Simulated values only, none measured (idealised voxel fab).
Title: Process Module voxel capacitor over wiring
Cross-section cut: width 180 nm, square cells of 5 nm.
Cross-section layout: square cells on a grid; listed as bands, top to bottom; a band spans one or more cell rows.
Heights first: top, then bottom, in nm. Then materials, left to right, each with a width in nm. "all across" on a single material: fills the band edge to edge. "blank": empty space.
The reference from which all heights are counted is 0, the level beneath which the as-received wafer is entirely one material; the lowest band, having no lower bound, proceeds downward and is written after the example "z 0 and below".
It should be noted that a width expressed as "30 to 40" varies in equal increments from row to row of cells within the band, taking the value of the first number at the top row and that of the second number at the bottom row.
No cell of the cross-section changed in a step that is given as "same as before".
The list in "Non-vented voids" covers empty spaces of 8 cells or more that cannot reach the top through any open way, and it gives each as width x height at distance; the distance is from the left edge, and width, height and distance are in nm.
Step line, after settings: the simulator's comment on this step.
The optional step-line setting "overlay nm" applies to steps with a mask and quantifies how far to the right of its planned location the mask lay, a negative value indicating leftward placement.
Every pair from here on: before one process step, after it. The after cross-section reaches only to the lowest band that changed. Below the pair: the step in between and its settings. Pairs can belong to different runs of this module on the same starting wafer; a pair carries on from the pair above only if the entry headed "Preceding state" says so.
# Preceding state
    z 70 to 55: resist: 50 | blank: 15 | resist: 115
    z 55 to 35: lowk all across
    z 35 to 30: SiCN all across
    z 30 to 15: lowk: 45 | W: 25 | lowk: 50 | W: 25 | lowk: 35
    z 15 to 10: lowk: 45 | TiN: 25 | lowk: 50 | TiN: 25 | lowk: 35
    z 10 to 0: SiO2 all across
    z 0 and below: Si all across
    Non-vented voids: none
# Section After Processing
    z 70 to 55: resist: 50 | blank: 15 | resist: 115
    z 55 to 35: lowk: 50 | blank: 15 | lowk: 115
    Under the height 35 nothing was changed.
    Non-vented voids: none
Between the two cross-sections you see above, the step is DIRECTIONAL_ETCH [etch materials lowk] [depth nm 20]
Preceding state: taken from the pair above, after panel.
# Section After Processing
    z 70 to 55: resist: 50 | blank: 15 | resist: 115
    z 55 to 35: lowk: 50 | blank: 15 | lowk: 115
    z 35 to 30: SiCN: 50 | blank: 15 | SiCN: 115
    Under the height 30 nothing was changed.
    Non-vented voids: none
Between the two cross-sections you see above, the step is DIRECTIONAL_ETCH [etch materials SiCN] [depth nm 5]
Preceding state: taken from the pair above, after panel.
# Section After Processing
    z 55 to 35: lowk: 50 | blank: 15 | lowk: 115
    Under the height 35 nothing was changed.
    Non-vented voids: none
Between the two cross-sections you see above, the step is STRIP [etch materials resist]
Preceding state: taken from the pair above, after panel.
# Section After Processing
    z 55 to 40: lowk: 50 | blank: 15 | lowk: 115
    z 40 to 35: lowk: 50 | Ru: 15 | lowk: 115
    z 35 to 30: SiCN: 50 | Ru: 15 | SiCN: 115
    Under the height 30 nothing was changed.
    Non-vented voids: none
Between the two cross-sections you see above, the step is EPI [material Ru] [thk nm 10]
Preceding state: taken from the pair above, after panel.
# Section After Processing
    z 55 to 50: lowk: 50 | blank: 15 | lowk: 115
    z 50 to 35: lowk: 50 | Ru: 15 | lowk: 115
    Under the height 35 nothing was changed.
    Non-vented voids: none
Between the two cross-sections you see above, the step is EPI [material Ru] [thk nm 10]
Preceding state: taken from the pair above, after panel.
# Section After Processing
    z 55 to 35: lowk: 50 | Ru: 15 | lowk: 115
    Under the height 35 nothing was changed.
    Non-vented voids: none
Between the two cross-sections you see above, the step is EPI [material Ru] [thk nm 5]
Preceding state: taken from the pair above, after panel.
# Section After Processing
    z 65 to 55: TiN all across
    Under the height 55 nothing was changed.
    Non-vented voids: none
Between the two cross-sections you see above, the step is DIRECTIONAL_DEP [material TiN] [thk nm 10]
Preceding state: taken from the pair above, after panel.
# Section After Processing
    z 70 to 65: Al2O3 all across
    Under the height 65 nothing was changed.
    Non-vented voids: none
Between the two cross-sections you see above, the step is DIRECTIONAL_DEP [material Al2O3] [thk nm 5]
Preceding state: taken from the pair above, after panel.
# Section After Processing
    z 75 to 70: TiN all across
    Under the height 70 nothing was changed.
    Non-vented voids: none
Between the two cross-sections you see above, the step is DIRECTIONAL_DEP [material TiN] [thk nm 5]
Preceding state: taken from the pair above, after panel.
# Section After Processing
    z 90 to 75: aC all across
    Under the height 75 nothing was changed.
    Non-vented voids: none
Between the two cross-sections you see above, the step is DIRECTIONAL_DEP [material aC] [thk nm 15]
Preceding state: taken from the pair above, after panel.
# Section After Processing
    z 125 to 90: blank: 50 | resist: 55 | blank: 75
    Under the height 90 nothing was changed.
    Non-vented voids: none
Between the two cross-sections you see above, the step is PATTERN [tone cover] [mask id UPPER_PLATE] [material resist] [width nm 55] [thk nm 35] [overlay nm 0]
Preceding state: taken from the pair above, after panel.
# Section After Processing
    z 110 to 90: blank: 50 | resist: 55 | blank: 75
    z 90 to 75: blank: 50 | aC: 55 | blank: 75
    Under the height 75 nothing was changed.
    Non-vented voids: none
Between the two cross-sections you see above, the step is DIRECTIONAL_ETCH [etch materials aC] [depth nm 15]
Preceding state: taken from the pair above, after panel.
# Section After Processing
    z 90 to 75: blank: 50 | aC: 55 | blank: 75
    Under the height 75 nothing was changed.
    Non-vented voids: none
Between the two cross-sections you see above, the step is STRIP [etch materials resist]
Preceding state: taken from the pair above, after panel.
# Section After Processing
    z 90 to 75: blank: 50 | aC: 55 | blank: 75
    z 75 to 70: blank: 50 | TiN: 55 | blank: 75
    Under the height 70 nothing was changed.
    Non-vented voids: none
Between the two cross-sections you see above, the step is DIRECTIONAL_ETCH [etch materials TiN] [depth nm 5]
Preceding state: taken from the pair above, after panel.
# Section After Processing
    z 90 to 75: blank: 50 | aC: 55 | blank: 75
    z 75 to 70: blank: 50 | TiN: 55 | blank: 75
    z 70 to 65: blank: 50 | Al2O3: 55 | blank: 75
    Under the height 65 nothing was changed.
    Non-vented voids: none
Between the two cross-sections you see above, the step is DIRECTIONAL_ETCH [etch materials Al2O3] [depth nm 5]
Preceding state: taken from the pair above, after panel.
# Section After Processing
    z 75 to 70: blank: 50 | TiN: 55 | blank: 75
    Under the height 70 nothing was changed.
    Non-vented voids: none
Between the two cross-sections you see above, the step is STRIP [etch materials aC]
Preceding state: taken from the pair above, after panel.
# Section After Processing
    z 95 to 75: blank: 45 | resist: 65 | blank: 70
    z 75 to 70: blank: 45 | resist: 5 | TiN: 55 | resist: 5 | blank: 70
    z 70 to 65: blank: 45 | resist: 5 | Al2O3: 55 | resist: 5 | blank: 70
    Under the height 65 nothing was changed.
    Non-vented voids: none
Between the two cross-sections you see above, the step is PATTERN [tone cover] [mask id LOWER_PLATE] [material resist] [width nm 65] [thk nm 20] [overlay nm 0]
Preceding state: taken from the pair above, after panel.
# Section After Processing
    z 95 to 75: blank: 45 | resist: 65 | blank: 70
    z 75 to 70: blank: 45 | resist: 5 | TiN: 55 | resist: 5 | blank: 70
    z 70 to 65: blank: 45 | resist: 5 | Al2O3: 55 | resist: 5 | blank: 70
    z 65 to 55: blank: 45 | TiN: 65 | blank: 70
    Under the height 55 nothing was changed.
    Non-vented voids: none
Between the two cross-sections you see above, the step is DIRECTIONAL_ETCH [etch materials TiN] [depth nm 10]
Preceding state: taken from the pair above, after panel.
# Section After Processing
    z 75 to 70: blank: 50 | TiN: 55 | blank: 75
    z 70 to 65: blank: 50 | Al2O3: 55 | blank: 75
    Under the height 65 nothing was changed.
    Non-vented voids: none
Between the two cross-sections you see above, the step is STRIP [etch materials resist]
Preceding state: taken from the pair above, after panel.
# Section After Processing
    z 95 to 75: SiO2 all across
    z 75 to 70: SiO2: 50 | TiN: 55 | SiO2: 75
    z 70 to 65: SiO2: 50 | Al2O3: 55 | SiO2: 75
    z 65 to 55: SiO2: 45 | TiN: 65 | SiO2: 70
    Under the height 55 nothing was changed.
    Non-vented voids: none
Between the two cross-sections you see above, the step is FILL_DEP [material SiO2] [thk nm 20]
Preceding state: taken from the pair above, after panel.
# Section After Processing
    z 90 to 75: SiO2 all across
    Under the height 75 nothing was changed.
    Non-vented voids: none
Between the two cross-sections you see above, the step is CMP [height nm 90]
Preceding state: taken from the pair above, after panel.
# Section After Processing
    z 110 to 90: resist: 60 | blank: 15 | resist: 105
    Under the height 90 nothing was changed.
    Non-vented voids: none
Between the two cross-sections you see above, the step is PATTERN [tone open] [mask id PLUG_2] [material resist] [width nm 15] [thk nm 20] [overlay nm 0]
Preceding state: taken from the pair above, after panel.
# Section After Processing
    z 110 to 90: resist: 60 | blank: 15 | resist: 105
    z 90 to 75: SiO2: 60 | blank: 15 | SiO2: 105
    Under the height 75 nothing was changed.
    Non-vented voids: none
Between the two cross-sections you see above, the step is DIRECTIONAL_ETCH [etch materials SiO2] [depth nm 15]
Preceding state: taken from the pair above, after panel.
# Section After Processing
    z 90 to 75: SiO2: 60 | blank: 15 | SiO2: 105
    Under the height 75 nothing was changed.
    Non-vented voids: none
Between the two cross-sections you see above, the step is STRIP [etch materials resist]
Preceding state: taken from the pair above, after panel.
# Section After Processing
    z 95 to 90: TiN: 65 | blank: 5 | TiN: 110
    z 90 to 80: SiO2: 60 | TiN: 5 | blank: 5 | TiN: 5 | SiO2: 105
    z 80 to 70: SiO2: 60 to 50 | TiN: 15 to 55 | SiO2: 105 to 75
    Under the height 70 nothing was changed.
    Non-vented voids: none
Between the two cross-sections you see above, the step is CONFORMAL_DEP [material TiN] [thk nm 5]
Preceding state: taken from the pair above, after panel.
# Section After Processing
    z 105 to 95: W all across
    z 95 to 90: TiN: 65 | W: 5 | TiN: 110
    z 90 to 80: SiO2: 60 | TiN: 5 | W: 5 | TiN: 5 | SiO2: 105
    Under the height 80 nothing was changed.
    Non-vented voids: none
Between the two cross-sections you see above, the step is FILL_DEP [material W] [thk nm 10]
Preceding state: taken from the pair above, after panel.
# Section After Processing
    z 90 to 80: SiO2: 60 | TiN: 5 | W: 5 | TiN: 5 | SiO2: 105
    Under the height 80 nothing was changed.
    Non-vented voids: none
Between the two cross-sections you see above, the step is CMP [height nm 90]
Preceding state: taken from the pair above, after panel.
# Section After Processing
    z 95 to 90: SiN all across
    Under the height 90 nothing was changed.
    Non-vented voids: none
Between the two cross-sections you see above, the step is CONFORMAL_DEP [material SiN] [thk nm 5]
# Preceding state
    z 30 to 15: lowk: 40 | W: 25 | lowk: 50 | W: 25 | lowk: 40
    z 15 to 10: lowk: 40 | TiN: 25 | lowk: 50 | TiN: 25 | lowk: 40
    z 10 to 0: SiO2 all across
    z 0 and below: Si all across
    Non-vented voids: none
# Section After Processing
    z 35 to 30: SiO2 all across
    Under the height 30 nothing was changed.
    Non-vented voids: none
Between the two cross-sections you see above, the step is CONFORMAL_DEP [material SiO2] [thk nm 5]
Preceding state: taken from the pair above, after panel.
# Section After Processing
    z 55 to 35: lowk all across
    Under the height 35 nothing was changed.
    Non-vented voids: none
Between the two cross-sections you see above, the step is DIRECTIONAL_DEP [material lowk] [thk nm 20]
Preceding state: taken from the pair above, after panel.
# Section After Processing
    z 70 to 55: resist: 50 | blank: 15 | resist: 115
    Under the height 55 nothing was changed.
    Non-vented voids: none
Between the two cross-sections you see above, the step is PATTERN [tone open] [mask id PLUG_1] [material resist] [width nm 15] [thk nm 15] [overlay nm 0]
Preceding state: taken from the pair above, after panel.
# Section After Processing
    z 70 to 55: resist: 50 | blank: 15 | resist: 115
    z 55 to 35: lowk: 50 | blank: 15 | lowk: 115
    Under the height 35 nothing was changed.
    Non-vented voids: none
Between the two cross-sections you see above, the step is DIRECTIONAL_ETCH [etch materials lowk] [depth nm 20]
Preceding state: taken from the pair above, after panel.
# Section After Processing
    z 55 to 35: lowk: 50 | blank: 15 | lowk: 115
    Under the height 35 nothing was changed.
    Non-vented voids: none
Between the two cross-sections you see above, the step is STRIP [etch materials resist]
Preceding state: taken from the pair above, after panel.
# Section After Processing
    z 65 to 55: TiN: 50 | blank: 15 | TiN: 115
    z 55 to 45: lowk: 50 | blank: 15 | lowk: 115
    z 45 to 35: lowk: 50 | TiN: 15 | lowk: 115
    Under the height 35 nothing was changed.
    Non-vented voids: none
Between the two cross-sections you see above, the step is DIRECTIONAL_DEP [material TiN] [thk nm 10]
Preceding state: taken from the pair above, after panel.
# Section After Processing
    z 70 to 65: Al2O3: 50 | blank: 15 | Al2O3: 115
    z 65 to 55: TiN: 50 | blank: 15 | TiN: 115
    z 55 to 50: lowk: 50 | blank: 15 | lowk: 115
    z 50 to 45: lowk: 50 | Al2O3: 15 | lowk: 115
    Under the height 45 nothing was changed.
    Non-vented voids: none
Between the two cross-sections you see above, the step is DIRECTIONAL_DEP [material Al2O3] [thk nm 5]
Preceding state: taken from the pair above, after panel.
# Section After Processing
    z 75 to 70: TiN: 50 | blank: 15 | TiN: 115
    z 70 to 65: Al2O3: 50 | blank: 15 | Al2O3: 115
    z 65 to 55: TiN: 50 | blank: 15 | TiN: 115
    z 55 to 50: lowk: 50 | TiN: 15 | lowk: 115
    Under the height 50 nothing was changed.
    Non-vented voids: none
Between the two cross-sections you see above, the step is DIRECTIONAL_DEP [material TiN] [thk nm 5]
Preceding state: taken from the pair above, after panel.
# Section After Processing
    z 90 to 75: aC: 50 | blank: 15 | aC: 115
    z 75 to 70: TiN: 50 | blank: 15 | TiN: 115
    z 70 to 65: Al2O3: 50 | aC: 15 | Al2O3: 115
    z 65 to 55: TiN: 50 | aC: 15 | TiN: 115
    Under the height 55 nothing was changed.
    Non-vented voids: none
Between the two cross-sections you see above, the step is DIRECTIONAL_DEP [material aC] [thk nm 15]
Preceding state: taken from the pair above, after panel.
# Section After Processing
    z 125 to 90: blank: 50 | resist: 55 | blank: 75
    z 90 to 75: aC: 50 | resist: 15 | aC: 115
    z 75 to 70: TiN: 50 | resist: 15 | TiN: 115
    Under the height 70 nothing was changed.
    Non-vented voids: none
Between the two cross-sections you see above, the step is PATTERN [tone cover] [mask id UPPER_PLATE] [material resist] [width nm 55] [thk nm 35] [overlay nm 0]
Preceding state: taken from the pair above, after panel.
# Section After Processing
    z 110 to 90: blank: 50 | resist: 55 | blank: 75
    z 90 to 75: blank: 50 | resist: 15 | aC: 40 | blank: 75
    Under the height 75 nothing was changed.
    Non-vented voids: none
Between the two cross-sections you see above, the step is DIRECTIONAL_ETCH [etch materials aC] [depth nm 15]
Preceding state: taken from the pair above, after panel.
# Section After Processing
    z 90 to 75: blank: 65 | aC: 40 | blank: 75
    z 75 to 70: TiN: 50 | blank: 15 | TiN: 115
    Under the height 70 nothing was changed.
    Non-vented voids: none
Between the two cross-sections you see above, the step is STRIP [etch materials resist]
Preceding state: taken from the pair above, after panel.
# Section After Processing
    z 90 to 75: blank: 65 | aC: 40 | blank: 75
    z 75 to 70: blank: 65 | TiN: 40 | blank: 75
    Under the height 70 nothing was changed.
    Non-vented voids: none
Between the two cross-sections you see above, the step is DIRECTIONAL_ETCH [etch materials TiN] [depth nm 5]
Preceding state: taken from the pair above, after panel.
# Section After Processing
    z 90 to 75: blank: 65 | aC: 40 | blank: 75
    z 75 to 70: blank: 65 | TiN: 40 | blank: 75
    z 70 to 65: blank: 50 | aC: 15 | Al2O3: 40 | blank: 75
    Under the height 65 nothing was changed.
    Non-vented voids: none
Between the two cross-sections you see above, the step is DIRECTIONAL_ETCH [etch materials Al2O3] [depth nm 5]
Preceding state: taken from the pair above, after panel.
# Section After Processing
    z 75 to 70: blank: 65 | TiN: 40 | blank: 75
    z 70 to 65: blank: 65 | Al2O3: 40 | blank: 75
    z 65 to 55: TiN: 50 | blank: 15 | TiN: 115
    Under the height 55 nothing was changed.
    Non-vented voids: none
Between the two cross-sections you see above, the step is STRIP [etch materials aC]
Preceding state: taken from the pair above, after panel.
# Section After Processing
    z 95 to 75: blank: 45 | resist: 65 | blank: 70
    z 75 to 70: blank: 45 | resist: 20 | TiN: 40 | resist: 5 | blank: 70
    z 70 to 65: blank: 45 | resist: 20 | Al2O3: 40 | resist: 5 | blank: 70
    z 65 to 55: TiN: 50 | resist: 15 | TiN: 115
    Under the height 55 nothing was changed.
    Non-vented voids: none
Between the two cross-sections you see above, the step is PATTERN [tone cover] [mask id LOWER_PLATE] [material resist] [width nm 65] [thk nm 20] [overlay nm 0]
Preceding state: taken from the pair above, after panel.
# Section After Processing
    z 95 to 75: blank: 45 | resist: 65 | blank: 70
    z 75 to 70: blank: 45 | resist: 20 | TiN: 40 | resist: 5 | blank: 70
    z 70 to 65: blank: 45 | resist: 20 | Al2O3: 40 | resist: 5 | blank: 70
    z 65 to 55: blank: 45 | TiN: 5 | resist: 15 | TiN: 45 | blank: 70
    Under the height 55 nothing was changed.
    Non-vented voids: none
Between the two cross-sections you see above, the step is DIRECTIONAL_ETCH [etch materials TiN] [depth nm 10]
Preceding state: taken from the pair above, after panel.
# Section After Processing
    z 75 to 70: blank: 65 | TiN: 40 | blank: 75
    z 70 to 65: blank: 65 | Al2O3: 40 | blank: 75
    z 65 to 55: blank: 45 | TiN: 5 | blank: 15 | TiN: 45 | blank: 70
    Under the height 55 nothing was changed.
    Non-vented voids: none
Between the two cross-sections you see above, the step is STRIP [etch materials resist]
Preceding state: taken from the pair above, after panel.
# Section After Processing
    z 95 to 75: SiO2 all across
    z 75 to 70: SiO2: 65 | TiN: 40 | SiO2: 75
    z 70 to 65: SiO2: 65 | Al2O3: 40 | SiO2: 75
    z 65 to 55: SiO2: 45 | TiN: 5 | SiO2: 15 | TiN: 45 | SiO2: 70
    Under the height 55 nothing was changed.
    Non-vented voids: none
Between the two cross-sections you see above, the step is FILL_DEP [material SiO2] [thk nm 20]
Preceding state: taken from the pair above, after panel.
# Section After Processing
    z 90 to 75: SiO2 all across
    Under the height 75 nothing was changed.
    Non-vented voids: none
Between the two cross-sections you see above, the step is CMP [height nm 90]
Preceding state: taken from the pair above, after panel.
# Section After Processing
    z 110 to 90: resist: 60 | blank: 15 | resist: 105
    Under the height 90 nothing was changed.
    Non-vented voids: none
Between the two cross-sections you see above, the step is PATTERN [tone open] [mask id PLUG_2] [material resist] [width nm 15] [thk nm 20] [overlay nm 0]
Preceding state: taken from the pair above, after panel.
# Section After Processing
    z 110 to 90: resist: 60 | blank: 15 | resist: 105
    z 90 to 75: SiO2: 60 | blank: 15 | SiO2: 105
    Under the height 75 nothing was changed.
    Non-vented voids: none
Between the two cross-sections you see above, the step is DIRECTIONAL_ETCH [etch materials SiO2] [depth nm 15]
Preceding state: taken from the pair above, after panel.
# Section After Processing
    z 90 to 75: SiO2: 60 | blank: 15 | SiO2: 105
    Under the height 75 nothing was changed.
    Non-vented voids: none
Between the two cross-sections you see above, the step is STRIP [etch materials resist]
Preceding state: taken from the pair above, after panel.
# Section After Processing
    z 95 to 90: TiN: 65 | blank: 5 | TiN: 110
    z 90 to 80: SiO2: 60 | TiN: 5 | blank: 5 | TiN: 5 | SiO2: 105
    z 80 to 70: SiO2: 60 to 65 | TiN: 15 to 40 | SiO2: 105 to 75
    Under the height 70 nothing was changed.
    Non-vented voids: none
Between the two cross-sections you see above, the step is CONFORMAL_DEP [material TiN] [thk nm 5]
Preceding state: taken from the pair above, after panel.
# Section After Processing
    z 105 to 95: W all across
    z 95 to 90: TiN: 65 | W: 5 | TiN: 110
    z 90 to 80: SiO2: 60 | TiN: 5 | W: 5 | TiN: 5 | SiO2: 105
    Under the height 80 nothing was changed.
    Non-vented voids: none
Between the two cross-sections you see above, the step is FILL_DEP [material W] [thk nm 10]
Preceding state: taken from the pair above, after panel.
# Section After Processing
    z 90 to 80: SiO2: 60 | TiN: 5 | W: 5 | TiN: 5 | SiO2: 105
    Under the height 80 nothing was changed.
    Non-vented voids: none
Between the two cross-sections you see above, the step is CMP [height nm 90]
Preceding state: taken from the pair above, after panel.
# Section After Processing
    z 95 to 90: SiN all across
    Under the height 90 nothing was changed.
    Non-vented voids: none
Between the two cross-sections you see above, the step is CONFORMAL_DEP [material SiN] [thk nm 5]
# Preceding state
    z 55 to 35: lowk all across
    z 35 to 30: SiCN all across
    z 30 to 15: lowk: 40 | W: 25 | lowk: 50 | W: 25 | lowk: 40
    z 15 to 10: lowk: 40 | TiN: 25 | lowk: 50 | TiN: 25 | lowk: 40
    z 10 to 0: SiO2 all across
    z 0 and below: Si all across
    Non-vented voids: none
# Section After Processing
    z 70 to 55: blank: 50 | resist: 15 | blank: 115
    Under the height 55 nothing was changed.
    Non-vented voids: none
Between the two cross-sections you see above, the step is PATTERN [tone cover] [mask id PLUG_1] [material resist] [width nm 15] [thk nm 15] [overlay nm 0]
Preceding state: taken from the pair above, after panel.
# Section After Processing
    z 70 to 55: blank: 50 | resist: 15 | blank: 115
    z 55 to 35: blank: 50 | lowk: 15 | blank: 115
    Under the height 35 nothing was changed.
    Non-vented voids: none
Between the two cross-sections you see above, the step is DIRECTIONAL_ETCH [etch materials lowk] [depth nm 20]
Preceding state: taken from the pair above, after panel.
# Section After Processing
    z 70 to 55: blank: 50 | resist: 15 | blank: 115
    z 55 to 35: blank: 50 | lowk: 15 | blank: 115
    z 35 to 30: blank: 50 | SiCN: 15 | blank: 115
    Under the height 30 nothing was changed.
    Non-vented voids: none
Between the two cross-sections you see above, the step is DIRECTIONAL_ETCH [etch materials SiCN] [depth nm 5]
Preceding state: taken from the pair above, after panel.
# Section After Processing
    z 55 to 35: blank: 50 | lowk: 15 | blank: 115
    Under the height 35 nothing was changed.
    Non-vented voids: none
Between the two cross-sections you see above, the step is STRIP [etch materials resist]
Preceding state: taken from the pair above, after panel.
# Section After Processing
    z 55 to 40: blank: 50 | lowk: 15 | blank: 115
    z 40 to 35: blank: 30 | Ru: 20 | lowk: 15 | blank: 40 | Ru: 45 | blank: 30
    z 35 to 30: blank: 30 | Ru: 20 | SiCN: 15 | blank: 40 | Ru: 45 | blank: 30
    Under the height 30 nothing was changed.
    Non-vented voids: none
Between the two cross-sections you see above, the step is EPI [material Ru] [thk nm 10]
Preceding state: taken from the pair above, after panel.
# Section After Processing
    z 55 to 50: blank: 50 | lowk: 15 | blank: 115
    z 50 to 35: blank: 20 | Ru: 30 | lowk: 15 | blank: 30 | Ru: 65 | blank: 20
    z 35 to 30: blank: 20 | Ru: 30 | SiCN: 15 | blank: 30 | Ru: 65 | blank: 20
    Under the height 30 nothing was changed.
    Non-vented voids: none
Between the two cross-sections you see above, the step is EPI [material Ru] [thk nm 10]
Preceding state: taken from the pair above, after panel.
# Section After Processing
    z 55 to 35: blank: 15 | Ru: 35 | lowk: 15 | blank: 25 | Ru: 75 | blank: 15
    z 35 to 30: blank: 15 | Ru: 35 | SiCN: 15 | blank: 25 | Ru: 75 | blank: 15
    Under the height 30 nothing was changed.
    Non-vented voids: none
Between the two cross-sections you see above, the step is EPI [material Ru] [thk nm 5]
Preceding state: taken from the pair above, after panel.
# Section After Processing
    z 65 to 55: blank: 15 | TiN: 50 | blank: 25 | TiN: 75 | blank: 15
    z 55 to 40: blank: 15 | Ru: 35 | lowk: 15 | blank: 25 | Ru: 75 | blank: 15
    z 40 to 35: TiN: 15 | Ru: 35 | lowk: 15 | TiN: 25 | Ru: 75 | TiN: 15
    z 35 to 30: TiN: 15 | Ru: 35 | SiCN: 15 | TiN: 25 | Ru: 75 | TiN: 15
    Under the height 30 nothing was changed.
    Non-vented voids: none
Between the two cross-sections you see above, the step is DIRECTIONAL_DEP [material TiN] [thk nm 10]
Preceding state: taken from the pair above, after panel.
# Section After Processing
    z 70 to 65: blank: 15 | Al2O3: 50 | blank: 25 | Al2O3: 75 | blank: 15
    z 65 to 55: blank: 15 | TiN: 50 | blank: 25 | TiN: 75 | blank: 15
    z 55 to 45: blank: 15 | Ru: 35 | lowk: 15 | blank: 25 | Ru: 75 | blank: 15
    z 45 to 40: Al2O3: 15 | Ru: 35 | lowk: 15 | Al2O3: 25 | Ru: 75 | Al2O3: 15
    Under the height 40 nothing was changed.
    Non-vented voids: none
Between the two cross-sections you see above, the step is DIRECTIONAL_DEP [material Al2O3] [thk nm 5]
Preceding state: taken from the pair above, after panel.
# Section After Processing
    z 75 to 70: blank: 15 | TiN: 50 | blank: 25 | TiN: 75 | blank: 15
    z 70 to 65: blank: 15 | Al2O3: 50 | blank: 25 | Al2O3: 75 | blank: 15
    z 65 to 55: blank: 15 | TiN: 50 | blank: 25 | TiN: 75 | blank: 15
    z 55 to 50: blank: 15 | Ru: 35 | lowk: 15 | blank: 25 | Ru: 75 | blank: 15
    z 50 to 45: TiN: 15 | Ru: 35 | lowk: 15 | TiN: 25 | Ru: 75 | TiN: 15
    Under the height 45 nothing was changed.
    Non-vented voids: none
Between the two cross-sections you see above, the step is DIRECTIONAL_DEP [material TiN] [thk nm 5]
Preceding state: taken from the pair above, after panel.
# Section After Processing
    z 90 to 75: blank: 15 | aC: 50 | blank: 25 | aC: 75 | blank: 15
    z 75 to 70: blank: 15 | TiN: 50 | blank: 25 | TiN: 75 | blank: 15
    z 70 to 65: blank: 15 | Al2O3: 50 | blank: 25 | Al2O3: 75 | blank: 15
    z 65 to 55: aC: 15 | TiN: 50 | aC: 25 | TiN: 75 | aC: 15
    z 55 to 50: aC: 15 | Ru: 35 | lowk: 15 | aC: 25 | Ru: 75 | aC: 15
    Under the height 50 nothing was changed.
    Non-vented voids: none
Between the two cross-sections you see above, the step is DIRECTIONAL_DEP [material aC] [thk nm 15]
Preceding state: taken from the pair above, after panel.
# Section After Processing
    z 125 to 90: blank: 50 | resist: 55 | blank: 75
    z 90 to 75: blank: 15 | aC: 50 | resist: 25 | aC: 75 | blank: 15
    z 75 to 70: blank: 15 | TiN: 50 | resist: 25 | TiN: 75 | blank: 15
    z 70 to 65: blank: 15 | Al2O3: 50 | resist: 25 | Al2O3: 75 | blank: 15
    Under the height 65 nothing was changed.
    Non-vented voids: none
Between the two cross-sections you see above, the step is PATTERN [tone cover] [mask id UPPER_PLATE] [material resist] [width nm 55] [thk nm 35] [overlay nm 0]
Preceding state: taken from the pair above, after panel.
# Section After Processing
    z 110 to 90: blank: 50 | resist: 55 | blank: 75
    z 90 to 75: blank: 50 | aC: 15 | resist: 25 | aC: 15 | blank: 75
    z 75 to 70: blank: 15 | TiN: 50 | resist: 25 | TiN: 75 | blank: 15
    z 70 to 65: blank: 15 | Al2O3: 50 | resist: 25 | Al2O3: 75 | blank: 15
    z 65 to 55: blank: 15 | TiN: 50 | aC: 25 | TiN: 75 | blank: 15
    z 55 to 50: blank: 15 | Ru: 35 | lowk: 15 | aC: 25 | Ru: 75 | blank: 15
    Under the height 50 nothing was changed.
    Non-vented voids: none
Between the two cross-sections you see above, the step is DIRECTIONAL_ETCH [etch materials aC] [depth nm 15]
Preceding state: taken from the pair above, after panel.
# Section After Processing
    z 90 to 75: blank: 50 | aC: 15 | blank: 25 | aC: 15 | blank: 75
    z 75 to 70: blank: 15 | TiN: 50 | blank: 25 | TiN: 75 | blank: 15
    z 70 to 65: blank: 15 | Al2O3: 50 | blank: 25 | Al2O3: 75 | blank: 15
    Under the height 65 nothing was changed.
    Non-vented voids: none
Between the two cross-sections you see above, the step is STRIP [etch materials resist]
Preceding state: taken from the pair above, after panel.
# Section After Processing
    z 90 to 75: blank: 50 | aC: 15 | blank: 25 | aC: 15 | blank: 75
    z 75 to 70: blank: 50 | TiN: 15 | blank: 25 | TiN: 15 | blank: 75
    z 70 to 65: blank: 15 | Al2O3: 50 | blank: 25 | Al2O3: 75 | blank: 15
    z 65 to 55: blank: 15 | TiN: 50 | aC: 25 | TiN: 75 | blank: 15
    z 55 to 50: blank: 15 | Ru: 35 | lowk: 15 | aC: 25 | Ru: 75 | blank: 15
    z 50 to 45: blank: 15 | Ru: 35 | lowk: 15 | TiN: 25 | Ru: 75 | blank: 15
    Under the height 45 nothing was changed.
    Non-vented voids: none
Between the two cross-sections you see above, the step is DIRECTIONAL_ETCH [etch materials TiN] [depth nm 5]
Preceding state: taken from the pair above, after panel.
# Section After Processing
    z 90 to 75: blank: 50 | aC: 15 | blank: 25 | aC: 15 | blank: 75
    z 75 to 70: blank: 50 | TiN: 15 | blank: 25 | TiN: 15 | blank: 75
    z 70 to 65: blank: 50 | Al2O3: 15 | blank: 25 | Al2O3: 15 | blank: 75
    z 65 to 55: blank: 15 | TiN: 50 | aC: 25 | TiN: 75 | blank: 15
    z 55 to 50: blank: 15 | Ru: 35 | lowk: 15 | aC: 25 | Ru: 75 | blank: 15
    z 50 to 45: blank: 15 | Ru: 35 | lowk: 15 | TiN: 25 | Ru: 75 | blank: 15
    z 45 to 40: blank: 15 | Ru: 35 | lowk: 15 | Al2O3: 25 | Ru: 75 | blank: 15
    Under the height 40 nothing was changed.
    Non-vented voids: none
Between the two cross-sections you see above, the step is DIRECTIONAL_ETCH [etch materials Al2O3] [depth nm 5]
Preceding state: taken from the pair above, after panel.
# Section After Processing
    z 75 to 70: blank: 50 | TiN: 15 | blank: 25 | TiN: 15 | blank: 75
    z 70 to 65: blank: 50 | Al2O3: 15 | blank: 25 | Al2O3: 15 | blank: 75
    z 65 to 55: blank: 15 | TiN: 50 | blank: 25 | TiN: 75 | blank: 15
    z 55 to 50: blank: 15 | Ru: 35 | lowk: 15 | blank: 25 | Ru: 75 | blank: 15
    Under the height 50 nothing was changed.
    Non-vented voids: none
Between the two cross-sections you see above, the step is STRIP [etch materials aC]
Preceding state: taken from the pair above, after panel.
# Section After Processing
    z 95 to 75: blank: 45 | resist: 65 | blank: 70
    z 75 to 70: blank: 45 | resist: 5 | TiN: 15 | resist: 25 | TiN: 15 | resist: 5 | blank: 70
    z 70 to 65: blank: 45 | resist: 5 | Al2O3: 15 | resist: 25 | Al2O3: 15 | resist: 5 | blank: 70
    z 65 to 55: blank: 15 | TiN: 50 | resist: 25 | TiN: 75 | blank: 15
    z 55 to 50: blank: 15 | Ru: 35 | lowk: 15 | resist: 25 | Ru: 75 | blank: 15
    Under the height 50 nothing was changed.
    Non-vented voids: none
Between the two cross-sections you see above, the step is PATTERN [tone cover] [mask id LOWER_PLATE] [material resist] [width nm 65] [thk nm 20] [overlay nm 0]
